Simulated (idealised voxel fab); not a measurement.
process module | voxel transistor to metal
cross-section cut | 300 nm wide | cells 5 nm
A cross-section is a grid of square cells, given in bands from the top down. A band is one or more rows of cells.
Each band's line starts with the height of the band's top and of its bottom, in nm. Then come its materials from left to right, each with its width in nm. One material with "throughout" fills the band from edge to edge. "air" is empty space.
Height 0 is the level under which the wafer as received is all one material. The lowest band goes on downwards, as in "0 down".
A width such as "30 to 40" changes by the same amount from each row of cells to the next, from the band's top row to its bottom row.
"no change" after a step means that no cell of the cross-section changed.
closed voids: empty space of 8 cells or more with no open way to the top, each as width x height at its distance from the left edge, in nm
after a step's settings: what the simulator itself notes on the step
overlay nm, on a step with a mask: how far to the right of its planned place the mask lay; to the left if negative
plan
1 op RECEIVE | material Si
2 op OXIDIZE | depth nm 5
3 op CONFORMAL_DEP | material SiN | thk nm 10
4 op MASKED_ETCH | tone cover | mask id ACTIVE | width nm 110 | pitch nm 130 | etch materials SiN | depth nm 10 | overlay nm 0
5 op MASKED_ETCH | tone cover | mask id ACTIVE | width nm 110 | pitch nm 130 | etch materials SiO2 | depth nm 5 | overlay nm 0
6 op MASKED_ETCH | tone cover | mask id ACTIVE | width nm 110 | pitch nm 130 | etch materials Si | depth nm 20 | overlay nm 0
7 op FILL_DEP | material SiO2 | thk nm 5
8 op CMP | height nm 10
9 op SELECTIVE_ETCH | etch materials SiO2 | depth nm 10
10 op STRIP | etch materials SiN
11 op SELECTIVE_ETCH | etch materials SiO2 | depth nm 5
12 op OXIDIZE | depth nm 5
13 op DIRECTIONAL_DEP | material polySi | thk nm 20
14 op DIRECTIONAL_DEP | material SiCN | thk nm 10
15 op DIRECTIONAL_DEP | material aC | thk nm 15
16 op PATTERN | tone cover | mask id GATE | material resist | width nm 30 | pitch nm 130 | thk nm 30 | overlay nm 0
17 op DIRECTIONAL_ETCH | etch materials aC | depth nm 15
18 op STRIP | etch materials resist
19 op DIRECTIONAL_ETCH | etch materials SiCN | depth nm 20
20 op DIRECTIONAL_ETCH | etch materials polySi | depth nm 30
21 op STRIP | etch materials aC
22 op CONFORMAL_DEP | material SiO2 | thk nm 5
23 op DIRECTIONAL_ETCH | etch materials SiO2 | depth nm 5
24 op CONFORMAL_DEP | material SiN | thk nm 5
25 op DIRECTIONAL_ETCH | etch materials SiN | depth nm 5
26 op DIRECTIONAL_ETCH | etch materials SiO2 | depth nm 5
27 op DIRECTIONAL_ETCH | etch materials Si | depth nm 15
28 op EPI | material SiGe | thk nm 15
29 op FILL_DEP | material SiO2 | thk nm 10
30 op CMP | height nm 15
31 op STRIP | etch materials polySi
32 op SELECTIVE_ETCH | etch materials SiO2 | depth nm 5
33 op CONFORMAL_DEP | material HfO2 | thk nm 5
34 op CONFORMAL_DEP | material TiN | thk nm 5
35 op FILL_DEP | material W | thk nm 10
36 op CMP | height nm 10
37 op DIRECTIONAL_DEP | material SiO2 | thk nm 10
38 op MASKED_ETCH | tone open | mask id CONTACT | width nm 15 | etch materials SiO2 | depth nm 30 | overlay nm 0
39 op CONFORMAL_DEP | material TiN | thk nm 5
40 op FILL_DEP | material W | thk nm 5
41 op CMP | height nm 20
42 op CONFORMAL_DEP | material SiCN | thk nm 5
43 op DIRECTIONAL_DEP | material SiO2 | thk nm 15
44 op DIRECTIONAL_DEP | material aC | thk nm 15
45 op PATTERN | tone open | mask id METAL_1 | material resist | width nm 15 | thk nm 35 | overlay nm 0
46 op DIRECTIONAL_ETCH | etch materials aC | depth nm 15
47 op STRIP | etch materials resist
48 op DIRECTIONAL_ETCH | etch materials SiO2 | depth nm 15
49 op DIRECTIONAL_ETCH | etch materials SiCN | depth nm 5
50 op STRIP | etch materials aC
51 op CONFORMAL_DEP | material TiN | thk nm 5
52 op FILL_DEP | material W | thk nm 10
53 op CMP | height nm 40
54 op CONFORMAL_DEP | material SiN | thk nm 5
as received, after step 1
  0 down: Si throughout
  closed voids: none
a wafer at the end: this start, this plan, one mistake
  45 to 40: SiN throughout
  40 to 25: SiO2 40 | TiN 5 | W 5 | TiN 5 | SiO2 60 | TiN 5 | W 5 | TiN 5 | SiO2 40 | TiN 5 | W 5 | TiN 5 | SiO2 60 | TiN 5 | W 5 | TiN 5 | SiO2 40
  25 to 20: SiCN 40 | TiN 15 | SiCN 60 | TiN 15 | SiCN 40 | TiN 15 | SiCN 60 | TiN 15 | SiCN 40
  20 to 15: SiO2 40 | TiN 5 | W 5 | TiN 5 | SiO2 60 | TiN 5 | W 5 | TiN 5 | SiO2 40 | TiN 5 | W 5 | TiN 5 | SiO2 60 | TiN 5 | W 5 | TiN 5 | SiO2 40
  15 to 10: SiO2 40 | TiN 15 | SiO2 60 | TiN 15 | SiO2 40 | TiN 15 | SiO2 60 | TiN 15 | SiO2 40
  10 to 5: SiO2 30 | SiGe 30 | SiN 5 | HfO2 5 | TiN 5 | W 20 | TiN 5 | HfO2 5 | SiN 5 | SiGe 30 | SiO2 20 | SiGe 30 | SiN 5 | HfO2 5 | TiN 5 | W 20 | TiN 5 | HfO2 5 | SiN 5 | SiGe 30 | SiO2 30
  5 to 0: SiO2 15 | SiGe 45 | SiN 5 | HfO2 5 | TiN 5 | W 20 | TiN 5 | HfO2 5 | SiN 5 | SiGe 80 | SiN 5 | HfO2 5 | TiN 5 | W 20 | TiN 5 | HfO2 5 | SiN 5 | SiGe 45 | SiO2 15
  0 to -5: SiO2 15 | SiGe 45 | SiN 5 | HfO2 5 | TiN 30 | HfO2 5 | SiN 5 | SiGe 80 | SiN 5 | HfO2 5 | TiN 30 | HfO2 5 | SiN 5 | SiGe 45 | SiO2 15
  -5 to -10: SiO2 15 | SiGe 45 | SiO2 5 | HfO2 40 | SiO2 5 | SiGe 80 | SiO2 5 | HfO2 40 | SiO2 5 | SiGe 45 | SiO2 15
  -10 to -25: SiO2 30 | SiGe 30 | Si 50 | SiGe 30 | SiO2 20 | SiGe 30 | Si 50 | SiGe 30 | SiO2 30
  -25 down: Si throughout
  closed voids: none
what went wrong: step 28 was run twice
